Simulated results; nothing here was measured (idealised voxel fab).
This is a process module. Its name is voxel released beams.
Cross-sectional view cut (width: 170 nm; square cell size: 5 nm).
Notation: cross-section as square-cell grid; stated in bands, top first, going down; one or more cell rows per band.
Basically the band line says how high the top is and how high the bottom is, in nm, and then what's in it from left to right, every material with its width in nm. Empty space shows up as "empty", and if a single material carries "everywhere" it runs the full band edge to edge.
Beneath 0, the wafer as received is one material, and that level is where height counting begins. The lowest band goes on downward without a bottom; it is written like "from 0 down".
A two-number width, for instance "30->40", indicates that the width is equal to the first number in the top row of the band and to the second number in the bottom row, and that it changes by a constant amount per row of cells.
When a step is marked "no change occurred", none of the cells in the cross-section changed during that step.
Each empty space that has no open way to the top and spans at least 8 cells appears under "Trapped voids" as width x height at distance, the distance counted from the left edge, all in nm.
On a step's line, text after the settings is the simulator commenting on that step.
What "overlay nm" on a step's line means: if the step has a mask, that mask lay this far to the right of its planned place, or, when the value is negative, to the left.

INTENDED PROCESS STEPS
- 1: RECEIVE with material Si
- 2: CONFORMAL_DEP with material Al2O3, thk nm 10
- 3: DIRECTIONAL_DEP with material SiO2, thk nm 20
- 4: PATTERN with tone open, mask id ANCHOR, material resist, width nm 20, thk nm 20, overlay nm 0
- 5: DIRECTIONAL_ETCH with etch materials SiO2, depth nm 20
- 6: STRIP with etch materials resist
- 7: CONFORMAL_DEP with material W, thk nm 10
- 8: PATTERN with tone cover, mask id BEAM, material resist, width nm 75, thk nm 15, overlay nm 0
- 9: DIRECTIONAL_ETCH with etch materials W, depth nm 10
- 10: STRIP with etch materials resist
- 11: STRIP with etch materials SiO2
Among the wafers covered here, the point of difference is the width nm at step 4; their starting state is shared, and the plan presents the value of the first wafer.

FIRST OF SEVERAL WAFERS (AS RECEIVED, POST STEP 1), CROSS-SECTIONAL VIEW
from 0 down: Si everywhere
Trapped voids: none

POST STEP 11, THE CLOSING STEP OF THE MODULE: FIRST OF SEVERAL WAFERS, CROSS-SECTIONED
from 40 to 30: empty 45 | W 75 | empty 50
from 30 to 10: empty 55 | W 20 | empty 95
from 10 to 0: Al2O3 everywhere
from 0 down: Si everywhere
Trapped voids: none

END OF MODULE, LAST WAFER SECTIONED
from 40 to 30: empty 45 | W 10 | empty 25 | W 40 | empty 50
from 30 to 20: empty 45 | W 10 | empty 25 | W 10 | empty 80
from 20 to 10: empty 45 | W 45 | empty 80
from 10 to 0: Al2O3 everywhere
from 0 down: Si everywhere
Trapped voids: none

FOR YOUR REFERENCE, THE TABLE IS ORGANIZED WITH A ROW PER WAFER; EACH ROW REFLECTS THE WAFER AT THE END OF THE MODULE, INDICATING FOR EACH MATERIAL THE CELLS GAINED (+) OR LOST (-) SINCE RECEIPT, AND THEREAFTER ITS CLOSED VOIDS
width nm 20, +68 Al2O3, +46 W, Trapped voids: none
width nm 25, +68 Al2O3, +46 W, Trapped voids: none
width nm 30, +68 Al2O3, +46 W, Trapped voids: none
width nm 35, +68 Al2O3, +46 W, Trapped voids: none
width nm 40, +68 Al2O3, +46 W, Trapped voids: none
width nm 45, +68 Al2O3, +46 W, Trapped voids: none
